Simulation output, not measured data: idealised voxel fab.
A process module follows: voxel self aligned contacts.
This is section cut - it's 175 nm across, gridded in 5 nm square cells.
Cross-section = grid of square cells, listed top down in bands; band = one or more rows.
This entry defines a band. It first specifies the height of the band's top and the height of its bottom in nm, and then specifies the band's materials from left to right, stating each material with its width in nm. The word "everywhere" identifies a single material that fills the band from edge to edge, while the word "empty" identifies empty space.
Heights from 0 (as-received wafer is one material below). Bottom band endless downward, as "from 0 down".
Quick explanation for "30 to 40": the width changes in equal steps down the rows of cells, from the first number in the band's top row to the second number in its bottom row.
Key: "no change" - step with no changed cell in the cross-section.
Reported under the label "Fully closed voids" are the empty spaces having no open way to the top and comprising 8 cells or more; the notation for each is width x height at distance, in which the distance is measured from the left edge and all three values are in nm.
If you see something after the settings on a step's line, that's the simulator's own remark about that step.
You can add "overlay nm" to a step's line. For a step with a mask, it describes how far the mask lay to the right of its planned position, and a negative number describes a lay to the left.

### plan
step 1: op RECEIVE | material Si
step 2: op CONFORMAL_DEP | material SiO2 | thk nm 5
step 3: op DIRECTIONAL_DEP | material polySi | thk nm 25
step 4: op DIRECTIONAL_DEP | material SiN | thk nm 15
step 5: op DIRECTIONAL_DEP | material aC | thk nm 10
step 6: op PATTERN | tone cover | mask id GATE | material resist | width nm 25 | pitch nm 60 | thk nm 25 | overlay nm 0
step 7: op DIRECTIONAL_ETCH | etch materials aC | depth nm 10
step 8: op STRIP | etch materials resist
step 9: op DIRECTIONAL_ETCH | etch materials SiN | depth nm 5
step 10: op DIRECTIONAL_ETCH | etch materials polySi | depth nm 25
step 11: op STRIP | etch materials aC
step 12: op CONFORMAL_DEP | material SiN | thk nm 5
step 13: op DIRECTIONAL_ETCH | etch materials SiN | depth nm 5
step 14: op FILL_DEP | material SiO2 | thk nm 15
step 15: op CMP | height nm 50
step 16: op MASKED_ETCH | tone open | mask id CONTACT | width nm 45 | etch materials SiO2 | depth nm 50 | overlay nm 0
step 17: op CONFORMAL_DEP | material TiN | thk nm 5
step 18: op FILL_DEP | material W | thk nm 5
step 19: op CMP | height nm 50
step 20: op CONFORMAL_DEP | material SiCN | thk nm 5
All wafers enter the flow in the same state. The depth nm at step 9 differs from wafer to wafer, and the plan gives the value for the first wafer.

### Received condition of the first of several wafers, sectioned: post-step 1
    from 0 down = Si everywhere
    Fully closed voids: none

### Per wafer, end of module: cells gained (+) or lost (-) per material since receipt, then closed voids
depth nm 5, +35 SiCN, +84 SiN, +77 SiO2, +11 TiN, +3 W, +175 polySi, Fully closed voids: none
depth nm 10, +35 SiCN, +63 SiN, +93 SiO2, +13 TiN, +6 W, +175 polySi, Fully closed voids: none
depth nm 15, +35 SiCN, +62 SiN, +184 SiO2, +27 TiN, +27 W, +50 polySi, Fully closed voids: none
depth nm 20, +35 SiCN, +62 SiN, +184 SiO2, +27 TiN, +27 W, +50 polySi, Fully closed voids: none
depth nm 25, +35 SiCN, +62 SiN, +184 SiO2, +27 TiN, +27 W, +50 polySi, Fully closed voids: none
depth nm 30, +35 SiCN, +62 SiN, +184 SiO2, +27 TiN, +27 W, +50 polySi, Fully closed voids: none
